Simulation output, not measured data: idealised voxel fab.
The name of this process module is voxel fin reveal.
The cross-section on display is named cut; it measures 250 nm wide, and its cells are 5 nm squares.
In this document a cross-section is written as a grid of square cells. It is given as a series of bands, listed from the top down, and a band is one or more rows of cells.
It is stipulated that each band's entry specify, in nanometres, the height of the top of the band and then that of its bottom, followed by the materials of the band in left-to-right sequence, each together with its width in nanometres. A single material marked by the word "everywhere" is understood to fill the band from edge to edge; the word "blank" is understood to denote empty space.
Heights are reckoned from 0. Under this level, the received wafer is all of one material. The bottommost band is open-ended downward, for example "0..down".
Width "30 to 40": first value at the band's top row of cells, second value at its bottom row, equal change from row to row.
It should be understood that the words "everything unchanged", when stated for a given step, signify that the cross-section underwent no change in any of its cells during that step.
Any empty space of 8 cells or more lacking an open way to the top shows up in "Enclosed internal voids" as width x height at distance, distance from the left edge, in nm.
Past the settings on a step's line: simulator remark, on that step.
"overlay nm" on a masked step: distance the mask lay right of its planned place, negative for left.
Intended process steps:
- 1: RECEIVE [material Si]
- 2: CONFORMAL_DEP [material SiN] [thk nm 10]
- 3: PATTERN [tone cover] [mask id FINS] [material resist] [width nm 15] [pitch nm 35] [thk nm 20] [overlay nm 0]
- 4: DIRECTIONAL_ETCH [etch materials SiN] [depth nm 10]
- 5: DIRECTIONAL_ETCH [etch materials Si] [depth nm 35]
- 6: STRIP [etch materials resist]
- 7: FILL_DEP [material SiO2] [thk nm 10]
- 8: CMP [height nm 10]
- 9: SELECTIVE_ETCH [etch materials SiO2] [depth nm 15]
- 10: STRIP [etch materials SiN]
- 11: CONFORMAL_DEP [material HfO2] [thk nm 5]
The plan's step 9 depth nm is the first wafer's value; the wafers differ in this setting and start identical.
Sectional view: first of several wafers, as received, after step 1:
  0..down = Si everywhere
  Enclosed internal voids: none
Last step of the module is step 11; after it, the first of several wafers in cross-section:
  5..0 = blank: 60  HfO2: 25  blank: 10  HfO2: 25  blank: 10  HfO2: 25  blank: 10  HfO2: 25  blank: 60
  0..-5 = HfO2: 65  Si: 15  HfO2: 20  Si: 15  HfO2: 20  Si: 15  HfO2: 20  Si: 15  HfO2: 65
  -5..-35 = SiO2: 65  Si: 15  SiO2: 20  Si: 15  SiO2: 20  Si: 15  SiO2: 20  Si: 15  SiO2: 65
  -35..down = Si everywhere
  Enclosed internal voids: none
Last-wafer cross-section at the end of the module:
  5..0 = blank: 60  HfO2: 25  blank: 10  HfO2: 25  blank: 10  HfO2: 25  blank: 10  HfO2: 25  blank: 60
  0..-25 = blank: 60  HfO2: 5  Si: 15  HfO2: 5  blank: 10  HfO2: 5  Si: 15  HfO2: 5  blank: 10  HfO2: 5  Si: 15  HfO2: 5  blank: 10  HfO2: 5  Si: 15  HfO2: 5  blank: 60
  -25..-30 = HfO2: 65  Si: 15  HfO2: 20  Si: 15  HfO2: 20  Si: 15  HfO2: 20  Si: 15  HfO2: 65
  -30..-35 = SiO2: 65  Si: 15  SiO2: 20  Si: 15  SiO2: 20  Si: 15  SiO2: 20  Si: 15  SiO2: 65
  -35..down = Si everywhere
  Enclosed internal voids: none
each wafer at the end: cells of each material gained (+) or lost (-) since it was received, then its closed voids:
depth nm 15 | +58 HfO2 | -266 Si | +228 SiO2 | Enclosed internal voids: none
depth nm 20 | +66 HfO2 | -266 Si | +190 SiO2 | Enclosed internal voids: none
depth nm 25 | +74 HfO2 | -266 Si | +152 SiO2 | Enclosed internal voids: none
depth nm 30 | +82 HfO2 | -266 Si | +114 SiO2 | Enclosed internal voids: none
depth nm 35 | +90 HfO2 | -266 Si | +76 SiO2 | Enclosed internal voids: none
depth nm 40 | +98 HfO2 | -266 Si | +38 SiO2 | Enclosed internal voids: none
